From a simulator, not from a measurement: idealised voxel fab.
process module | voxel self aligned contacts
cross-section cut | 245 nm wide | cells 5 nm
A cross-section is a grid of square cells, given in bands from the top down. A band is one or more rows of cells.
Each band's line starts with the height of the band's top and of its bottom, in nm. Then come its materials from left to right, each with its width in nm. One material with "throughout" fills the band from edge to edge. "air" is empty space.
Height 0 is the level under which the wafer as received is all one material. The lowest band goes on downwards, as in "0 down".
A width such as "30 to 40" changes by the same amount from each row of cells to the next, from the band's top row to its bottom row.
"no change" after a step means that no cell of the cross-section changed.
closed voids: empty space of 8 cells or more with no open way to the top, each as width x height at its distance from the left edge, in nm
after a step's settings: what the simulator itself notes on the step
overlay nm, on a step with a mask: how far to the right of its planned place the mask lay; to the left if negative
plan
1 op RECEIVE | material Si
2 op CONFORMAL_DEP | material SiO2 | thk nm 5
3 op DIRECTIONAL_DEP | material polySi | thk nm 20
4 op DIRECTIONAL_DEP | material SiN | thk nm 20
5 op PATTERN | tone cover | mask id GATE | material resist | width nm 35 | pitch nm 70 | thk nm 20 | overlay nm 0
6 op DIRECTIONAL_ETCH | etch materials SiN | depth nm 20
7 op DIRECTIONAL_ETCH | etch materials polySi | depth nm 20
8 op STRIP | etch materials resist
9 op CONFORMAL_DEP | material SiN | thk nm 5
10 op DIRECTIONAL_ETCH | etch materials SiN | depth nm 5
11 op FILL_DEP | material SiO2 | thk nm 10
12 op CMP | height nm 50
13 op DIRECTIONAL_DEP | material aC | thk nm 15
14 op PATTERN | tone open | mask id CONTACT | material resist | width nm 45 | pitch nm 70 | thk nm 35 | overlay nm 0
15 op DIRECTIONAL_ETCH | etch materials aC | depth nm 15
16 op STRIP | etch materials resist
17 op DIRECTIONAL_ETCH | etch materials SiO2 | depth nm 50
18 op STRIP | etch materials aC
19 op CONFORMAL_DEP | material TiN | thk nm 5
20 op FILL_DEP | material W | thk nm 5
21 op CMP | height nm 50
22 op CONFORMAL_DEP | material SiCN | thk nm 5
first wafer, as planned
as received, after step 1
  0 down: Si throughout
  closed voids: none
after step 2
  5 to 0: SiO2 throughout
  below 0: unchanged
after step 3
  25 to 5: polySi throughout
  below 5: unchanged
after step 4
  45 to 25: SiN throughout
  below 25: unchanged
after step 5
  65 to 45: air 35 | resist 35 | air 35 | resist 35 | air 35 | resist 35 | air 35
  below 45: unchanged
after step 6
  65 to 45: air 35 | resist 35 | air 35 | resist 35 | air 35 | resist 35 | air 35
  45 to 25: air 35 | SiN 35 | air 35 | SiN 35 | air 35 | SiN 35 | air 35
  below 25: unchanged
after step 7
  65 to 45: air 35 | resist 35 | air 35 | resist 35 | air 35 | resist 35 | air 35
  45 to 25: air 35 | SiN 35 | air 35 | SiN 35 | air 35 | SiN 35 | air 35
  25 to 5: air 35 | polySi 35 | air 35 | polySi 35 | air 35 | polySi 35 | air 35
  below 5: unchanged
after step 8
  45 to 25: air 35 | SiN 35 | air 35 | SiN 35 | air 35 | SiN 35 | air 35
  below 25: unchanged
after step 9
  50 to 25: air 30 | SiN 45 | air 25 | SiN 45 | air 25 | SiN 45 | air 30
  25 to 10: air 30 | SiN 5 | polySi 35 | SiN 5 | air 25 | SiN 5 | polySi 35 | SiN 5 | air 25 | SiN 5 | polySi 35 | SiN 5 | air 30
  10 to 5: SiN 35 | polySi 35 | SiN 35 | polySi 35 | SiN 35 | polySi 35 | SiN 35
  below 5: unchanged
after step 10
  45 to 25: air 30 | SiN 45 | air 25 | SiN 45 | air 25 | SiN 45 | air 30
  25 to 5: air 30 | SiN 5 | polySi 35 | SiN 5 | air 25 | SiN 5 | polySi 35 | SiN 5 | air 25 | SiN 5 | polySi 35 | SiN 5 | air 30
  below 5: unchanged
after step 11
  55 to 45: SiO2 throughout
  45 to 25: SiO2 30 | SiN 45 | SiO2 25 | SiN 45 | SiO2 25 | SiN 45 | SiO2 30
  25 to 5: SiO2 30 | SiN 5 | polySi 35 | SiN 5 | SiO2 25 | SiN 5 | polySi 35 | SiN 5 | SiO2 25 | SiN 5 | polySi 35 | SiN 5 | SiO2 30
  below 5: unchanged
after step 12
  50 to 45: SiO2 throughout
  below 45: unchanged
after step 13
  65 to 50: aC throughout
  below 50: unchanged
after step 14
  100 to 65: resist 65 | air 45 | resist 25 | air 45 | resist 65
  below 65: unchanged
after step 15
  85 to 65: resist 65 | air 45 | resist 25 | air 45 | resist 65
  65 to 50: aC 65 | air 45 | aC 25 | air 45 | aC 65
  below 50: unchanged
after step 16
  65 to 50: aC 65 | air 45 | aC 25 | air 45 | aC 65
  below 50: unchanged
after step 17
  65 to 50: aC 65 | air 45 | aC 25 | air 45 | aC 65
  50 to 45: SiO2 65 | air 45 | SiO2 25 | air 45 | SiO2 65
  45 to 25: SiO2 30 | SiN 45 | air 25 | SiN 45 | air 25 | SiN 45 | SiO2 30
  25 to 5: SiO2 30 | SiN 5 | polySi 35 | SiN 5 | air 25 | SiN 5 | polySi 35 | SiN 5 | air 25 | SiN 5 | polySi 35 | SiN 5 | SiO2 30
  5 to 0: SiO2 75 | air 25 | SiO2 45 | air 25 | SiO2 75
  below 0: unchanged
after step 18
  50 to 45: SiO2 65 | air 45 | SiO2 25 | air 45 | SiO2 65
  below 45: unchanged
after step 19
  55 to 50: TiN 70 | air 35 | TiN 35 | air 35 | TiN 70
  50 to 45: SiO2 65 | TiN 15 | air 15 | TiN 15 | SiO2 25 | TiN 15 | air 15 | TiN 15 | SiO2 65
  45 to 25: SiO2 30 | SiN 45 | TiN 5 | air 15 | TiN 5 | SiN 45 | TiN 5 | air 15 | TiN 5 | SiN 45 | SiO2 30
  25 to 5: SiO2 30 | SiN 5 | polySi 35 | SiN 5 | TiN 5 | air 15 | TiN 5 | SiN 5 | polySi 35 | SiN 5 | TiN 5 | air 15 | TiN 5 | SiN 5 | polySi 35 | SiN 5 | SiO2 30
  5 to 0: SiO2 75 | TiN 25 | SiO2 45 | TiN 25 | SiO2 75
  below 0: unchanged
after step 20
  60 to 55: W throughout
  55 to 50: TiN 70 | W 35 | TiN 35 | W 35 | TiN 70
  50 to 45: SiO2 65 | TiN 15 | W 15 | TiN 15 | SiO2 25 | TiN 15 | W 15 | TiN 15 | SiO2 65
  45 to 25: SiO2 30 | SiN 45 | TiN 5 | W 15 | TiN 5 | SiN 45 | TiN 5 | W 15 | TiN 5 | SiN 45 | SiO2 30
  25 to 5: SiO2 30 | SiN 5 | polySi 35 | SiN 5 | TiN 5 | W 15 | TiN 5 | SiN 5 | polySi 35 | SiN 5 | TiN 5 | W 15 | TiN 5 | SiN 5 | polySi 35 | SiN 5 | SiO2 30
  below 5: unchanged
after step 21
  50 to 45: SiO2 65 | TiN 15 | W 15 | TiN 15 | SiO2 25 | TiN 15 | W 15 | TiN 15 | SiO2 65
  below 45: unchanged
after step 22
  55 to 50: SiCN throughout
  below 50: unchanged
second wafer: like start, like plan, one mistake. Through step 19 it matches the first wafer
when step 20 should have ended
  60 to 55: aC throughout
  55 to 50: TiN 70 | aC 35 | TiN 35 | aC 35 | TiN 70
  50 to 45: SiO2 65 | TiN 15 | aC 15 | TiN 15 | SiO2 25 | TiN 15 | aC 15 | TiN 15 | SiO2 65
  45 to 25: SiO2 30 | SiN 45 | TiN 5 | aC 15 | TiN 5 | SiN 45 | TiN 5 | aC 15 | TiN 5 | SiN 45 | SiO2 30
  25 to 5: SiO2 30 | SiN 5 | polySi 35 | SiN 5 | TiN 5 | aC 15 | TiN 5 | SiN 5 | polySi 35 | SiN 5 | TiN 5 | aC 15 | TiN 5 | SiN 5 | polySi 35 | SiN 5 | SiO2 30
  below 5: unchanged
when step 21 should have ended
  50 to 45: SiO2 65 | TiN 15 | aC 15 | TiN 15 | SiO2 25 | TiN 15 | aC 15 | TiN 15 | SiO2 65
  below 45: unchanged
when step 22 should have ended
  55 to 50: SiCN throughout
  below 50: unchanged
what went wrong: step 20 ran as: op FILL_DEP | material aC | thk nm 5
at the end the second wafer has, in cells: 54 fewer of W | 54 more of aC
